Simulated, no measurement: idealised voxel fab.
This is a process module. Its name is voxel ribs on slabs.
Shown is cross-section cut, with a width of 150 nm and square cells of size 5 nm.
A cross-section is written here as square cells arranged in a grid, and it is given in bands from the top down, each band taking up one or more rows of cells.
Top height, bottom height, nm. Materials left to right, width each, nm. Single material + "all across" = fills band edge to edge. "empty" = empty.
Height 0 is the level under which the wafer as received is all one material. The lowest band goes on downwards, as in "0 and below".
Graded width ("30 to 40"): value in top row of band = first number; value in bottom row = second number; row-to-row change constant.
Basically "nothing altered" means that step didn't change any cell in the cross-section.
Listed in "Closed void table": every empty space of 8 or more cells without an open way to the top. Form: width x height at distance, the distance being from the left edge, all in nm.
Where a step's line continues beyond its settings, the continuation is a remark by the simulator itself on that step.
The setting "overlay nm" may be written on the line of a step. When the step uses a mask, the value reports how far to the right of the planned place the mask lay, and a negative value reports that it lay to the left.

So here's the lineup of process steps we planned:
1. op RECEIVE | material Si
2. op DIRECTIONAL_DEP | material SiO2 | thk nm 30
3. op DIRECTIONAL_DEP | material polySi | thk nm 20
4. op DIRECTIONAL_DEP | material aC | thk nm 15
5. op PATTERN | tone cover | mask id RIB | material resist | width nm 20 | thk nm 30 | overlay nm 0
6. op DIRECTIONAL_ETCH | etch materials aC | depth nm 15
7. op STRIP | etch materials resist
8. op DIRECTIONAL_ETCH | etch materials polySi | depth nm 15
9. op STRIP | etch materials aC
10. op PATTERN | tone cover | mask id SLAB | material resist | width nm 60 | thk nm 15 | overlay nm 0
11. op DIRECTIONAL_ETCH | etch materials polySi | depth nm 5
12. op STRIP | etch materials resist
13. op FILL_DEP | material SiO2 | thk nm 25
14. op CMP | height nm 65
15. op DIRECTIONAL_DEP | material W | thk nm 5
16. op PATTERN | tone cover | mask id HEATER | material resist | width nm 30 | thk nm 15 | overlay nm 0
17. op DIRECTIONAL_ETCH | etch materials W | depth nm 5
18. op STRIP | etch materials resist
19. op CONFORMAL_DEP | material SiO2 | thk nm 5

Wafer at receipt (post step 1), cross-section:
  0 and below | Si all across
  Closed void table: none

First of two wafers, end-of-module section, run followed plan:
  75 down to 70 | empty 55 nm | SiO2 40 nm | empty 55 nm
  70 down to 65 | SiO2 60 nm | W 30 nm | SiO2 60 nm
  65 down to 50 | SiO2 all across
  50 down to 35 | SiO2 65 nm | polySi 20 nm | SiO2 65 nm
  35 down to 30 | SiO2 45 nm | polySi 60 nm | SiO2 45 nm
  30 down to 0 | SiO2 all across
  0 and below | Si all across
  Closed void table: none

Cross-sectional view of the second of two wafers upon completion of the module. This wafer shared its starting condition and process plan with the first; one error was made during its execution:
  75 down to 70 | empty 45 nm | SiO2 40 nm | empty 65 nm
  70 down to 65 | SiO2 50 nm | W 30 nm | SiO2 70 nm
  65 down to 50 | SiO2 all across
  50 down to 35 | SiO2 65 nm | polySi 20 nm | SiO2 65 nm
  35 down to 30 | SiO2 45 nm | polySi 60 nm | SiO2 45 nm
  30 down to 0 | SiO2 all across
  0 and below | Si all across
  Closed void table: none
Deviation from plan: the process deviated at step 16: the operation and settings actually run there were op PATTERN | tone cover | mask id HEATER | material resist | width nm 30 | thk nm 15 | overlay nm -10
Tallied in cells, the final second wafer holds each material in the same quantity as the first, although not at the same places.
